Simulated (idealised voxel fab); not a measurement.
process module | voxel self aligned vias
cross-section cut | 245 nm wide | cells 5 nm
A cross-section is a grid of square cells, given in bands from the top down. A band is one or more rows of cells.
Each band's line starts with the height of the band's top and of its bottom, in nm. Then come its materials from left to right, each with its width in nm. One material with "throughout" fills the band from edge to edge. "air" is empty space.
Height 0 is the level under which the wafer as received is all one material. The lowest band goes on downwards, as in "0 down".
A width such as "30 to 40" changes by the same amount from each row of cells to the next, from the band's top row to its bottom row.
"no change" after a step means that no cell of the cross-section changed.
closed voids: empty space of 8 cells or more with no open way to the top, each as width x height at its distance from the left edge, in nm
after a step's settings: what the simulator itself notes on the step
overlay nm, on a step with a mask: how far to the right of its planned place the mask lay; to the left if negative
plan
1 op RECEIVE | material Si
2 op CONFORMAL_DEP | material SiO2 | thk nm 15
3 op CONFORMAL_DEP | material SiCN | thk nm 5
4 op DIRECTIONAL_DEP | material lowk | thk nm 20
5 op DIRECTIONAL_DEP | material aC | thk nm 10
6 op PATTERN | tone open | mask id LINES | material resist | width nm 30 | pitch nm 70 | thk nm 30 | overlay nm 0
7 op DIRECTIONAL_ETCH | etch materials aC | depth nm 10
8 op STRIP | etch materials resist
9 op DIRECTIONAL_ETCH | etch materials lowk | depth nm 20
10 op STRIP | etch materials aC
11 op CONFORMAL_DEP | material TiN | thk nm 5
12 op FILL_DEP | material W | thk nm 10
13 op CMP | height nm 40
14 op SELECTIVE_ETCH | etch materials W Ru TiN | depth nm 10
15 op FILL_DEP | material SiN | thk nm 10
16 op CMP | height nm 40
17 op DIRECTIONAL_DEP | material lowk | thk nm 20
18 op PATTERN | tone open | mask id VIAS | material resist | width nm 40 | pitch nm 70 | thk nm 15 | overlay nm 0
19 op DIRECTIONAL_ETCH | etch materials lowk | depth nm 20
20 op DIRECTIONAL_ETCH | etch materials SiN | depth nm 10
21 op STRIP | etch materials resist
22 op CONFORMAL_DEP | material TiN | thk nm 5
23 op FILL_DEP | material Ru | thk nm 10
24 op CMP | height nm 60
25 op CONFORMAL_DEP | material SiCN | thk nm 5
as received, after step 1
  0 down: Si throughout
  closed voids: none
a wafer at the end: this start, this plan, one mistake
  65 to 60: SiCN throughout
  60 to 40: lowk 30 | TiN 5 | Ru 30 | TiN 5 | lowk 30 | TiN 5 | Ru 30 | TiN 5 | lowk 30 | TiN 5 | Ru 30 | TiN 5 | lowk 35
  40 to 35: SiN 30 | TiN 5 | Ru 30 | TiN 5 | SiN 30 | TiN 5 | Ru 30 | TiN 5 | SiN 30 | TiN 5 | Ru 30 | TiN 5 | SiN 35
  35 to 30: SiN 30 | TiN 40 | SiN 30 | TiN 40 | SiN 30 | TiN 40 | SiN 35
  30 to 25: TiN 40 | W 20 | TiN 50 | W 20 | TiN 50 | W 20 | TiN 45
  25 to 10: lowk 35 | TiN 5 | W 20 | TiN 5 | lowk 40 | TiN 5 | W 20 | TiN 5 | lowk 40 | TiN 5 | W 20 | TiN 5 | lowk 40
  10 to 5: lowk 35 | TiN 30 | lowk 40 | TiN 30 | lowk 40 | TiN 30 | lowk 40
  5 to 0: SiCN throughout
  0 down: Si throughout
  closed voids: none
what went wrong: step 2 was left out
